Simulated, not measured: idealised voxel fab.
The document below concerns the process module designated voxel wiring stack.
We display cut, a cross-section 170 nm in width whose square cells are each 5 nm.
A cross-section in this document is a grid of square cells, and it is written down as bands, the top band listed before the ones below it; a band is made up of one or more rows of cells.
First you get the band's top height and its bottom height, in nm, and then the materials it's made of, left to right, with each width in nm. If you see a single material with "edge to edge", that one covers the band edge to edge. "air" is empty space.
We count height from 0. Below that, the starting wafer is all one material. The lowest band never ends at the bottom but goes on down; see "top 0, no bottom" for how that is written.
Think of "30->40" as a width that walks from the first number to the second as you go down the band, top row to bottom row, taking equal-sized steps from row to row.
"no change", as given for a step, is the statement that not any cell of the cross-section underwent a change during that step.
"Enclosed cavity list" lists enclosed empty spaces (at least 8 cells, no open path upward to the top), each as width x height at distance from the left edge, in nm.
Note: text after step settings on the step line = simulator remark on that step.
overlay nm: mask right of planned place by this much (step with mask). Neg. = left.

**plan**
1) RECEIVE | material Si
2) CONFORMAL_DEP | material SiO2 | thk nm 15
3) DIRECTIONAL_DEP | material TiN | thk nm 5
4) DIRECTIONAL_DEP | material W | thk nm 25
5) MASKED_ETCH | tone cover | mask id METAL_1 | width nm 30 | pitch nm 45 | etch materials W | depth nm 25 | overlay nm 0
6) MASKED_ETCH | tone cover | mask id METAL_1 | width nm 30 | pitch nm 45 | etch materials TiN | depth nm 5 | overlay nm 0
7) CONFORMAL_DEP | material SiCN | thk nm 5
8) FILL_DEP | material SiO2 | thk nm 5
9) CMP | height nm 45
10) CONFORMAL_DEP | material SiCN | thk nm 5
11) DIRECTIONAL_DEP | material SiO2 | thk nm 30
12) DIRECTIONAL_DEP | material aC | thk nm 15
13) PATTERN | tone open | mask id METAL_2_HOLES | material resist | width nm 15 | pitch nm 90 | thk nm 35 | overlay nm 0
14) DIRECTIONAL_ETCH | etch materials aC | depth nm 15
15) STRIP | etch materials resist
16) DIRECTIONAL_ETCH | etch materials SiO2 | depth nm 30
17) STRIP | etch materials aC
18) PATTERN | tone open | mask id METAL_2 | material resist | width nm 30 | pitch nm 45 | thk nm 15 | overlay nm 0
19) DIRECTIONAL_ETCH | etch materials SiO2 | depth nm 15
20) DIRECTIONAL_ETCH | etch materials SiCN | depth nm 5
21) STRIP | etch materials resist
22) CONFORMAL_DEP | material TiN | thk nm 5
23) FILL_DEP | material Ru | thk nm 10
24) CMP | height nm 80
25) CONFORMAL_DEP | material SiCN | thk nm 5

**Cross-section, incoming material, after step 1**
top 0, no bottom  Si edge to edge
Enclosed cavity list: none

**Same starting wafer, same plan as above, one mistake in the execution; this is the cross-section at the end of the module**
top 85, bottom 80  SiCN edge to edge
top 80, bottom 70  SiO2: 25 / TiN: 5 / Ru: 20 / TiN: 5 / SiO2: 15 / TiN: 5 / Ru: 20 / TiN: 5 / SiO2: 15 / TiN: 5 / Ru: 20 / TiN: 5 / SiO2: 25
top 70, bottom 65  SiO2: 25 / TiN: 5 / Ru: 5 / TiN: 20 / SiO2: 15 / TiN: 30 / SiO2: 15 / TiN: 5 / Ru: 5 / TiN: 20 / SiO2: 25
top 65, bottom 50  SiO2: 25 / TiN: 5 / Ru: 5 / TiN: 5 / SiO2: 75 / TiN: 5 / Ru: 5 / TiN: 5 / SiO2: 40
top 50, bottom 45  SiCN: 25 / TiN: 15 / SiCN: 75 / TiN: 15 / SiCN: 40
top 45, bottom 35  SiO2: 20 / SiCN: 5 / W: 30 / SiCN: 5 / SiO2: 5 / SiCN: 5 / W: 30 / SiCN: 5 / SiO2: 5 / SiCN: 5 / W: 30 / SiCN: 5 / SiO2: 20
top 35, bottom 30  SiCN: 25 / TiN: 30 / SiCN: 15 / TiN: 30 / SiCN: 15 / TiN: 30 / SiCN: 25
top 30, bottom 0  SiO2 edge to edge
top 0, no bottom  Si edge to edge
Enclosed cavity list: none
The mistake made against the process plan was this: in the plan, step 2 was performed twice
